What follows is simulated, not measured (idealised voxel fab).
This is a process module. Its name is voxel released beams.
cross-section cut | 195 nm wide | cells 5 nm
Bands, listed from the top down, are how a cross-section gets written in this document; the cross-section itself is a grid of square cells, and a band is one or more rows of them. Top height, bottom height, nm. Materials left to right, width each, nm. Single material + "all across" = fills band edge to edge. "empty" = empty. Heights are reckoned from 0. Under this level, the received wafer is all of one material. The bottommost band is open-ended downward, for example "0 nm and below". A width such as "30 to 40" changes by the same amount from each row of cells to the next, from the band's top row to its bottom row. Take "remained the same" at face value: in the step it is given for, the cross-section changed in none of its cells. Any empty space of 8 cells or more lacking an open way to the top shows up in "Enclosed void catalog" as width x height at distance, distance from the left edge, in nm. Where a step's line continues beyond its settings, the continuation is a remark by the simulator itself on that step. On any step carrying a mask, the "overlay nm" setting, if present on the step's line, tells how far right of its planned place the mask lay; negative values point to the left.

## Below is the list of planned process steps
- 1: RECEIVE [material Si]
- 2: CONFORMAL_DEP [material SiN] [thk nm 10]
- 3: DIRECTIONAL_DEP [material SiO2] [thk nm 20]
- 4: MASKED_ETCH [tone open] [mask id ANCHOR] [width nm 45] [etch materials SiO2] [depth nm 20] [overlay nm 0]
- 5: CONFORMAL_DEP [material TiN] [thk nm 15]
- 6: PATTERN [tone cover] [mask id BEAM] [material resist] [width nm 125] [thk nm 15] [overlay nm 0]
- 7: DIRECTIONAL_ETCH [etch materials TiN] [depth nm 15]
- 8: STRIP [etch materials resist]
- 9: STRIP [etch materials SiO2]

## as received, after step 1
- 0 nm and below: Si all across
- Enclosed void catalog: none

## Cross-section, end of module. Start: as above. Plan: as above. Execution: one mistake
- 45 nm to 40 nm: empty 30 | TiN 20 | empty 15 | TiN 90 | empty 40
- 40 nm to 30 nm: TiN 50 | empty 15 | TiN 130
- 30 nm to 25 nm: SiO2 35 | TiN 15 | empty 15 | TiN 15 | SiO2 115
- 25 nm to 10 nm: SiO2 35 | TiN 45 | SiO2 115
- 10 nm to 0 nm: SiN all across
- 0 nm and below: Si all across
- Enclosed void catalog: none
Deviation from plan: not per plan at step 7, really ran DIRECTIONAL_ETCH [etch materials TiN] [depth nm 5]
